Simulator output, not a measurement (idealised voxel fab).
This is a process module. Its name is voxel tone inversion.
Square cells of 5 nm make up the cross-section cut, whose width is 230 nm.
The cross-sections in this document take the form of a grid made of square cells. They are written out as bands, in order from top to bottom. Each band consists of one or more rows of cells.
Heads up on the band format: heights come first, top then bottom, in nm. After that it's the materials left to right, each with its width in nm. A single material flagged "throughout" fills the whole band edge to edge, and "blank" means there's empty space there.
Convention: height 0 is the level below which the wafer, as received, is all one material. The lowest band does not terminate at the bottom but continues downward, represented as "top 0, no bottom".
A width such as "30..40" changes by the same amount from each row of cells to the next, from the band's top row to its bottom row.
"everything unchanged" for a step: no cell of the cross-section changed in that step.
Enclosed voids (no open way to top), threshold 8 cells or more, entry "Enclosed cavities", notation width x height at distance, distance from left edge, nm.
The remark found on a step's line after its settings is issued by the simulator itself and pertains to that step.
On any step carrying a mask, the "overlay nm" setting, if present on the step's line, tells how far right of its planned place the mask lay; negative values point to the left.
Read the rest as pairs. Take the cross-section before one process step, then the cross-section after it, which shows only down to the lowest band that changed. Under the pair, find the step between them and its settings. Bear in mind that pairs may come from different runs of this module on the same starting wafer: link a pair to the pair above it only where its entry headed "Prior to processing" says to.
Prior to processing:
	top 0, no bottom  Si throughout
	Enclosed cavities: none
Post-Step Cross-Section:
	top 10, bottom 0  SiN throughout
	Lower than 0, everything is as it was.
	Enclosed cavities: none
Can you name the step between the two cross-sections above? It is op CONFORMAL_DEP | material SiN | thk nm 10
Prior to processing: no separate figure, the pair right above already shows it after its step.
Post-Step Cross-Section:
	top 35, bottom 10  aC throughout
	Lower than 10, everything is as it was.
	Enclosed cavities: none
Can you name the step between the two cross-sections above? It is op DIRECTIONAL_DEP | material aC | thk nm 25
Prior to processing: no separate figure, the pair right above already shows it after its step.
Post-Step Cross-Section:
	top 70, bottom 35  blank=70  resist=20  blank=15  resist=20  blank=15  resist=20  blank=70
	Lower than 35, everything is as it was.
	Enclosed cavities: none
Can you name the step between the two cross-sections above? It is op PATTERN | tone cover | mask id POSTS | material resist | width nm 20 | pitch nm 35 | thk nm 35 | overlay nm 0
Prior to processing: no separate figure, the pair right above already shows it after its step.
Post-Step Cross-Section:
	top 45, bottom 35  blank=70  resist=20  blank=15  resist=20  blank=15  resist=20  blank=70
	top 35, bottom 10  blank=70  aC=20  blank=15  aC=20  blank=15  aC=20  blank=70
	Lower than 10, everything is as it was.
	Enclosed cavities: none
Can you name the step between the two cross-sections above? It is op DIRECTIONAL_ETCH | etch materials aC | depth nm 25
Prior to processing: no separate figure, the pair right above already shows it after its step.
Post-Step Cross-Section:
	top 35, bottom 10  blank=70  aC=20  blank=15  aC=20  blank=15  aC=20  blank=70
	Lower than 10, everything is as it was.
	Enclosed cavities: none
Can you name the step between the two cross-sections above? It is op STRIP | etch materials resist
Prior to processing: no separate figure, the pair right above already shows it after its step.
Post-Step Cross-Section:
	top 45, bottom 35  lowk throughout
	top 35, bottom 10  lowk=70  aC=20  lowk=15  aC=20  lowk=15  aC=20  lowk=70
	Lower than 10, everything is as it was.
	Enclosed cavities: none
Can you name the step between the two cross-sections above? It is op FILL_DEP | material lowk | thk nm 10
Prior to processing: no separate figure, the pair right above already shows it after its step.
Post-Step Cross-Section:
	top 35, bottom 10  lowk=70  aC=20  lowk=15  aC=20  lowk=15  aC=20  lowk=70
	Lower than 10, everything is as it was.
	Enclosed cavities: none
Can you name the step between the two cross-sections above? It is op CMP | height nm 35
Prior to processing: no separate figure, the pair right above already shows it after its step.
Post-Step Cross-Section:
	top 35, bottom 10  lowk=70  blank=20  lowk=15  blank=20  lowk=15  blank=20  lowk=70
	Lower than 10, everything is as it was.
	Enclosed cavities: none
Can you name the step between the two cross-sections above? It is op STRIP | etch materials aC
Prior to processing:
	top 0, no bottom  Si throughout
	Enclosed cavities: none
Post-Step Cross-Section:
	top 25, bottom 0  aC throughout
	Lower than 0, everything is as it was.
	Enclosed cavities: none
Can you name the step between the two cross-sections above? It is op DIRECTIONAL_DEP | material aC | thk nm 25
Prior to processing: no separate figure, the pair right above already shows it after its step.
Post-Step Cross-Section:
	top 60, bottom 25  blank=70  resist=20  blank=15  resist=20  blank=15  resist=20  blank=70
	Lower than 25, everything is as it was.
	Enclosed cavities: none
Can you name the step between the two cross-sections above? It is op PATTERN | tone cover | mask id POSTS | material resist | width nm 20 | pitch nm 35 | thk nm 35 | overlay nm 0
Prior to processing: no separate figure, the pair right above already shows it after its step.
Post-Step Cross-Section:
	top 35, bottom 25  blank=70  resist=20  blank=15  resist=20  blank=15  resist=20  blank=70
	top 25, bottom 0  blank=70  aC=20  blank=15  aC=20  blank=15  aC=20  blank=70
	Lower than 0, everything is as it was.
	Enclosed cavities: none
Can you name the step between the two cross-sections above? It is op DIRECTIONAL_ETCH | etch materials aC | depth nm 25
Prior to processing: no separate figure, the pair right above already shows it after its step.
Post-Step Cross-Section:
	top 25, bottom 0  blank=70  aC=20  blank=15  aC=20  blank=15  aC=20  blank=70
	Lower than 0, everything is as it was.
	Enclosed cavities: none
Can you name the step between the two cross-sections above? It is op STRIP | etch materials resist
Prior to processing: no separate figure, the pair right above already shows it after its step.
Post-Step Cross-Section:
	top 35, bottom 25  lowk throughout
	top 25, bottom 0  lowk=70  aC=20  lowk=15  aC=20  lowk=15  aC=20  lowk=70
	Lower than 0, everything is as it was.
	Enclosed cavities: none
Can you name the step between the two cross-sections above? It is op FILL_DEP | material lowk | thk nm 10
Prior to processing:
	top 45, bottom 35  lowk throughout
	top 35, bottom 10  lowk=70  aC=20  lowk=15  aC=20  lowk=15  aC=20  lowk=70
	top 10, bottom 0  SiN throughout
	top 0, no bottom  Si throughout
	Enclosed cavities: none
Post-Step Cross-Section:
	top 55, bottom 35  lowk throughout
	Lower than 35, everything is as it was.
	Enclosed cavities: none
Can you name the step between the two cross-sections above? It is op FILL_DEP | material lowk | thk nm 10
Prior to processing: no separate figure, the pair right above already shows it after its step.
Post-Step Cross-Section:
	top 35, bottom 10  lowk=70  aC=20  lowk=15  aC=20  lowk=15  aC=20  lowk=70
	Lower than 10, everything is as it was.
	Enclosed cavities: none
Can you name the step between the two cross-sections above? It is op CMP | height nm 35
Prior to processing:
	top 25, bottom 0  aC throughout
	top 0, no bottom  Si throughout
	Enclosed cavities: none
Post-Step Cross-Section:
	top 35, bottom 25  SiN throughout
	Lower than 25, everything is as it was.
	Enclosed cavities: none
Can you name the step between the two cross-sections above? It is op CONFORMAL_DEP | material SiN | thk nm 10
Prior to processing: no separate figure, the pair right above already shows it after its step.
Post-Step Cross-Section:
	top 70, bottom 35  blank=70  resist=20  blank=15  resist=20  blank=15  resist=20  blank=70
	Lower than 35, everything is as it was.
	Enclosed cavities: none
Can you name the step between the two cross-sections above? It is op PATTERN | tone cover | mask id POSTS | material resist | width nm 20 | pitch nm 35 | thk nm 35 | overlay nm 0
Prior to processing: no separate figure, the pair right above already shows it after its step.
Post-Step Cross-Section:
	top 45, bottom 35  blank=70  resist=20  blank=15  resist=20  blank=15  resist=20  blank=70
	Lower than 35, everything is as it was.
	Enclosed cavities: none
Can you name the step between the two cross-sections above? It is op DIRECTIONAL_ETCH | etch materials aC | depth nm 25
Prior to processing: no separate figure, the pair right above already shows it after its step.
Post-Step Cross-Section:
	top 35, bottom 25  SiN throughout
	Lower than 25, everything is as it was.
	Enclosed cavities: none
Can you name the step between the two cross-sections above? It is op STRIP | etch materials resist
Prior to processing: no separate figure, the pair right above already shows it after its step.
Post-Step Cross-Section:
	top 45, bottom 35  lowk throughout
	Lower than 35, everything is as it was.
	Enclosed cavities: none
Can you name the step between the two cross-sections above? It is op FILL_DEP | material lowk | thk nm 10
Prior to processing: no separate figure, the pair right above already shows it after its step.
Post-Step Cross-Section:
	top 35, bottom 25  SiN throughout
	Lower than 25, everything is as it was.
	Enclosed cavities: none
Can you name the step between the two cross-sections above? It is op CMP | height nm 35
Prior to processing:
	top 45, bottom 35  lowk throughout
	top 35, bottom 10  lowk=70  aC=20  lowk=15  aC=20  lowk=15  aC=20  lowk=70
	top 10, bottom 0  SiN throughout
	top 0, no bottom  Si throughout
	Enclosed cavities: none
Post-Step Cross-Section:
	top 25, bottom 10  lowk=70  aC=20  lowk=15  aC=20  lowk=15  aC=20  lowk=70
	Lower than 10, everything is as it was.
	Enclosed cavities: none
Can you name the step between the two cross-sections above? It is op CMP | height nm 25
Prior to processing: no separate figure, the pair right above already shows it after its step.
Post-Step Cross-Section:
	top 25, bottom 10  lowk=70  blank=20  lowk=15  blank=20  lowk=15  blank=20  lowk=70
	Lower than 10, everything is as it was.
	Enclosed cavities: none
Can you name the step between the two cross-sections above? It is op STRIP | etch materials aC
Prior to processing:
	top 35, bottom 10  aC throughout
	top 10, bottom 0  SiN throughout
	top 0, no bottom  Si throughout
	Enclosed cavities: none
Post-Step Cross-Section:
	top 70, bottom 35  blank=75  resist=15  blank=20  resist=15  blank=20  resist=15  blank=70
	Lower than 35, everything is as it was.
	Enclosed cavities: none
Can you name the step between the two cross-sections above? It is op PATTERN | tone cover | mask id POSTS | material resist | width nm 15 | pitch nm 35 | thk nm 35 | overlay nm 0
Prior to processing: no separate figure, the pair right above already shows it after its step.
Post-Step Cross-Section:
	top 45, bottom 35  blank=75  resist=15  blank=20  resist=15  blank=20  resist=15  blank=70
	top 35, bottom 10  blank=75  aC=15  blank=20  aC=15  blank=20  aC=15  blank=70
	Lower than 10, everything is as it was.
	Enclosed cavities: none
Can you name the step between the two cross-sections above? It is op DIRECTIONAL_ETCH | etch materials aC | depth nm 25
Prior to processing: no separate figure, the pair right above already shows it after its step.
Post-Step Cross-Section:
	top 35, bottom 10  blank=75  aC=15  blank=20  aC=15  blank=20  aC=15  blank=70
	Lower than 10, everything is as it was.
	Enclosed cavities: none
Can you name the step between the two cross-sections above? It is op STRIP | etch materials resist
Prior to processing: no separate figure, the pair right above already shows it after its step.
Post-Step Cross-Section:
	top 45, bottom 35  lowk throughout
	top 35, bottom 10  lowk=75  aC=15  lowk=20  aC=15  lowk=20  aC=15  lowk=70
	Lower than 10, everything is as it was.
	Enclosed cavities: none
Can you name the step between the two cross-sections above? It is op FILL_DEP | material lowk | thk nm 10
Prior to processing: no separate figure, the pair right above already shows it after its step.
Post-Step Cross-Section:
	top 35, bottom 10  lowk=75  aC=15  lowk=20  aC=15  lowk=20  aC=15  lowk=70
	Lower than 10, everything is as it was.
	Enclosed cavities: none
Can you name the step between the two cross-sections above? It is op CMP | height nm 35
Prior to processing: no separate figure, the pair right above already shows it after its step.
Post-Step Cross-Section:
	top 35, bottom 10  lowk=75  blank=15  lowk=20  blank=15  lowk=20  blank=15  lowk=70
	Lower than 10, everything is as it was.
	Enclosed cavities: none
Can you name the step between the two cross-sections above? It is op STRIP | etch materials aC
Prior to processing:
	top 35, bottom 10  aC throughout
	top 10, bottom 0  SiN throughout
	top 0, no bottom  Si throughout
	Enclosed cavities: none
Post-Step Cross-Section:
	top 70, bottom 35  blank=65  resist=20  blank=15  resist=20  blank=15  resist=20  blank=75
	Lower than 35, everything is as it was.
	Enclosed cavities: none
Can you name the step between the two cross-sections above? It is op PATTERN | tone cover | mask id POSTS | material resist | width nm 20 | pitch nm 35 | thk nm 35 | overlay nm -5
Prior to processing: no separate figure, the pair right above already shows it after its step.
Post-Step Cross-Section:
	top 45, bottom 35  blank=65  resist=20  blank=15  resist=20  blank=15  resist=20  blank=75
	top 35, bottom 10  blank=65  aC=20  blank=15  aC=20  blank=15  aC=20  blank=75
	Lower than 10, everything is as it was.
	Enclosed cavities: none
Can you name the step between the two cross-sections above? It is op DIRECTIONAL_ETCH | etch materials aC | depth nm 25
Prior to processing: no separate figure, the pair right above already shows it after its step.
Post-Step Cross-Section:
	top 35, bottom 10  blank=65  aC=20  blank=15  aC=20  blank=15  aC=20  blank=75
	Lower than 10, everything is as it was.
	Enclosed cavities: none
Can you name the step between the two cross-sections above? It is op STRIP | etch materials resist
Prior to processing: no separate figure, the pair right above already shows it after its step.
Post-Step Cross-Section:
	top 45, bottom 35  lowk throughout
	top 35, bottom 10  lowk=65  aC=20  lowk=15  aC=20  lowk=15  aC=20  lowk=75
	Lower than 10, everything is as it was.
	Enclosed cavities: none
Can you name the step between the two cross-sections above? It is op FILL_DEP | material lowk | thk nm 10
Prior to processing: no separate figure, the pair right above already shows it after its step.
Post-Step Cross-Section:
	top 35, bottom 10  lowk=65  aC=20  lowk=15  aC=20  lowk=15  aC=20  lowk=75
	Lower than 10, everything is as it was.
	Enclosed cavities: none
Can you name the step between the two cross-sections above? It is op CMP | height nm 35
Prior to processing: no separate figure, the pair right above already shows it after its step.
Post-Step Cross-Section:
	top 35, bottom 10  lowk=65  blank=20  lowk=15  blank=20  lowk=15  blank=20  lowk=75
	Lower than 10, everything is as it was.
	Enclosed cavities: none
Can you name the step between the two cross-sections above? It is op STRIP | etch materials aC
Prior to processing:
	top 35, bottom 10  blank=70  aC=20  blank=15  aC=20  blank=15  aC=20  blank=70
	top 10, bottom 0  SiN throughout
	top 0, no bottom  Si throughout
	Enclosed cavities: none
Post-Step Cross-Section:
	top 45, bottom 35  SiN throughout
	top 35, bottom 10  SiN=70  aC=20  SiN=15  aC=20  SiN=15  aC=20  SiN=70
	Lower than 10, everything is as it was.
	Enclosed cavities: none
Can you name the step between the two cross-sections above? It is op FILL_DEP | material SiN | thk nm 10
Prior to processing: no separate figure, the pair right above already shows it after its step.
Post-Step Cross-Section:
	top 35, bottom 10  SiN=70  aC=20  SiN=15  aC=20  SiN=15  aC=20  SiN=70
	Lower than 10, everything is as it was.
	Enclosed cavities: none
Can you name the step between the two cross-sections above? It is op CMP | height nm 35
Prior to processing: no separate figure, the pair right above already shows it after its step.
Post-Step Cross-Section:
	top 35, bottom 10  SiN=70  blank=20  SiN=15  blank=20  SiN=15  blank=20  SiN=70
	Lower than 10, everything is as it was.
	Enclosed cavities: none
Can you name the step between the two cross-sections above? It is op STRIP | etch materials aC
Prior to processing:
	top 35, bottom 10  aC throughout
	top 10, bottom 0  SiN throughout
	top 0, no bottom  Si throughout
	Enclosed cavities: none
Post-Step Cross-Section:
	top 70, bottom 35  resist=70  blank=20  resist=15  blank=20  resist=15  blank=20  resist=70
	Lower than 35, everything is as it was.
	Enclosed cavities: none
Can you name the step between the two cross-sections above? It is op PATTERN | tone open | mask id POSTS | material resist | width nm 20 | pitch nm 35 | thk nm 35 | overlay nm 0
Prior to processing: no separate figure, the pair right above already shows it after its step.
Post-Step Cross-Section:
	top 45, bottom 35  resist=70  blank=20  resist=15  blank=20  resist=15  blank=20  resist=70
	top 35, bottom 10  aC=70  blank=20  aC=15  blank=20  aC=15  blank=20  aC=70
	Lower than 10, everything is as it was.
	Enclosed cavities: none
Can you name the step between the two cross-sections above? It is op DIRECTIONAL_ETCH | etch materials aC | depth nm 25
Prior to processing: no separate figure, the pair right above already shows it after its step.
Post-Step Cross-Section:
	top 35, bottom 10  aC=70  blank=20  aC=15  blank=20  aC=15  blank=20  aC=70
	Lower than 10, everything is as it was.
	Enclosed cavities: none
Can you name the step between the two cross-sections above? It is op STRIP | etch materials resist
Prior to processing: no separate figure, the pair right above already shows it after its step.
Post-Step Cross-Section:
	top 45, bottom 35  lowk throughout
	top 35, bottom 10  aC=70  lowk=20  aC=15  lowk=20  aC=15  lowk=20  aC=70
	Lower than 10, everything is as it was.
	Enclosed cavities: none
Can you name the step between the two cross-sections above? It is op FILL_DEP | material lowk | thk nm 10
Prior to processing: no separate figure, the pair right above already shows it after its step.
Post-Step Cross-Section:
	top 35, bottom 10  aC=70  lowk=20  aC=15  lowk=20  aC=15  lowk=20  aC=70
	Lower than 10, everything is as it was.
	Enclosed cavities: none
Can you name the step between the two cross-sections above? It is op CMP | height nm 35
Prior to processing: no separate figure, the pair right above already shows it after its step.
Post-Step Cross-Section:
	top 35, bottom 10  blank=70  lowk=20  blank=15  lowk=20  blank=15  lowk=20  blank=70
	Lower than 10, everything is as it was.
	Enclosed cavities: none
Can you name the step between the two cross-sections above? It is op STRIP | etch materials aC
